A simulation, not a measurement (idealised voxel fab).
You're looking at the process module voxel air gaps.
The figure presents cross-section cut, which has a width of 275 nm and is divided into square cells with an edge length of 5 nm.
Square cells in a grid make up a cross-section in this document, and the grid is given as bands, listed from the top down, each one or more rows of cells. The band entry comprises the height of the band's top followed by the height of its bottom, expressed in nm, and subsequently the band's materials from left to right, each stated together with its width in nm. Where a single material is marked with the word "throughout", that material fills the band from edge to edge. The word "empty" represents empty space. Heads up on the height convention: 0 is the point under which the incoming wafer is all one material, and the lowest band has no bottom, it just keeps going down, like "0 -> down". The two numbers in a width such as "30..40" mark its ends across the band: the first belongs to the top row of cells, the second to the bottom row, and from each row to the next the width moves by the same amount. For the purposes of this document, the phrase "stayed the same" attached to a step denotes that no cell within the cross-section was modified by that step. Empty spaces counting at least 8 cells and having no open way to the top are listed in "Voids, sealed". The notation width x height at distance is used for each, the distance being from the left edge and all three values in nm. What comes after the settings on a step's line is commentary from the simulator itself on that step. For masked steps, "overlay nm" on the step line gives how far right of plan the mask actually lay; a minus sign means it lay to the left.

plan:
1: op RECEIVE | material Si
2: op CONFORMAL_DEP | material SiO2 | thk nm 10
3: op CONFORMAL_DEP | material SiN | thk nm 5
4: op DIRECTIONAL_DEP | material SiO2 | thk nm 35
5: op MASKED_ETCH | tone open | mask id LINES | width nm 20 | pitch nm 50 | etch materials SiO2 | depth nm 35 | overlay nm 0
6: op CONFORMAL_DEP | material TiN | thk nm 5
7: op FILL_DEP | material W | thk nm 10
8: op CMP | height nm 50
9: op EPI | material Ru | thk nm 10
10: op SELECTIVE_ETCH | etch materials SiO2 | depth nm 45
11: op CONFORMAL_DEP | material SiN | thk nm 5

Cross-section of the wafer as it came to us, i.e., already through step 1:
    0 -> down | Si throughout
    Voids, sealed: none

Sectioned view, first of two wafers, at the close of the module, processed as intended in the plan:
    65 -> 60 | 35 of empty / 200 of SiN / 40 of empty
    60 -> 50 | 35 of empty / 5 of SiN / 40 of Ru / 10 of SiN / 40 of Ru / 10 of SiN / 40 of Ru / 10 of SiN / 40 of Ru / 5 of SiN / 40 of empty
    50 -> 45 | 35 of empty / 15 of SiN / 5 of TiN / 10 of W / 5 of TiN / 30 of SiN / 5 of TiN / 10 of W / 5 of TiN / 30 of SiN / 5 of TiN / 10 of W / 5 of TiN / 30 of SiN / 5 of TiN / 10 of W / 5 of TiN / 15 of SiN / 40 of empty
    45 -> 20 | 45 of empty / 5 of SiN / 5 of TiN / 10 of W / 5 of TiN / 5 of SiN / 20 of empty / 5 of SiN / 5 of TiN / 10 of W / 5 of TiN / 5 of SiN / 20 of empty / 5 of SiN / 5 of TiN / 10 of W / 5 of TiN / 5 of SiN / 20 of empty / 5 of SiN / 5 of TiN / 10 of W / 5 of TiN / 5 of SiN / 50 of empty
    20 -> 15 | 50 of SiN / 20 of TiN / 30 of SiN / 20 of TiN / 30 of SiN / 20 of TiN / 30 of SiN / 20 of TiN / 55 of SiN
    15 -> 10 | SiN throughout
    10 -> 0 | SiO2 throughout
    0 -> down | Si throughout
    Voids, sealed: 20 x 25 at 75; 20 x 25 at 125; 20 x 25 at 175

The second wafer, shown in cross-section after the module: started the same way as the first and given the same plan, yet one mistake crept into how it was run:
    75 -> 70 | 25 of empty / 220 of SiN / 30 of empty
    70 -> 50 | 25 of empty / 5 of SiN / 210 of Ru / 5 of SiN / 30 of empty
    50 -> 45 | 25 of empty / 25 of SiN / 5 of TiN / 10 of W / 5 of TiN / 30 of SiO2 / 5 of TiN / 10 of W / 5 of TiN / 30 of SiO2 / 5 of TiN / 10 of W / 5 of TiN / 30 of SiO2 / 5 of TiN / 10 of W / 5 of TiN / 25 of SiN / 30 of empty
    45 -> 20 | 45 of empty / 5 of SiN / 5 of TiN / 10 of W / 5 of TiN / 30 of SiO2 / 5 of TiN / 10 of W / 5 of TiN / 30 of SiO2 / 5 of TiN / 10 of W / 5 of TiN / 30 of SiO2 / 5 of TiN / 10 of W / 5 of TiN / 5 of SiN / 50 of empty
    20 -> 15 | 50 of SiN / 20 of TiN / 30 of SiO2 / 20 of TiN / 30 of SiO2 / 20 of TiN / 30 of SiO2 / 20 of TiN / 55 of SiN
    15 -> 10 | SiN throughout
    10 -> 0 | SiO2 throughout
    0 -> down | Si throughout
    Voids, sealed: none
Short version of what went wrong: plan step 9 ran twice
Final wafer comparison in cells, second versus first, more or fewer per material: Ru: 104 more, SiN: 66 fewer, SiO2: 126 more
The final tally of closed voids stands at 3 on the first wafer and 0 on the second.
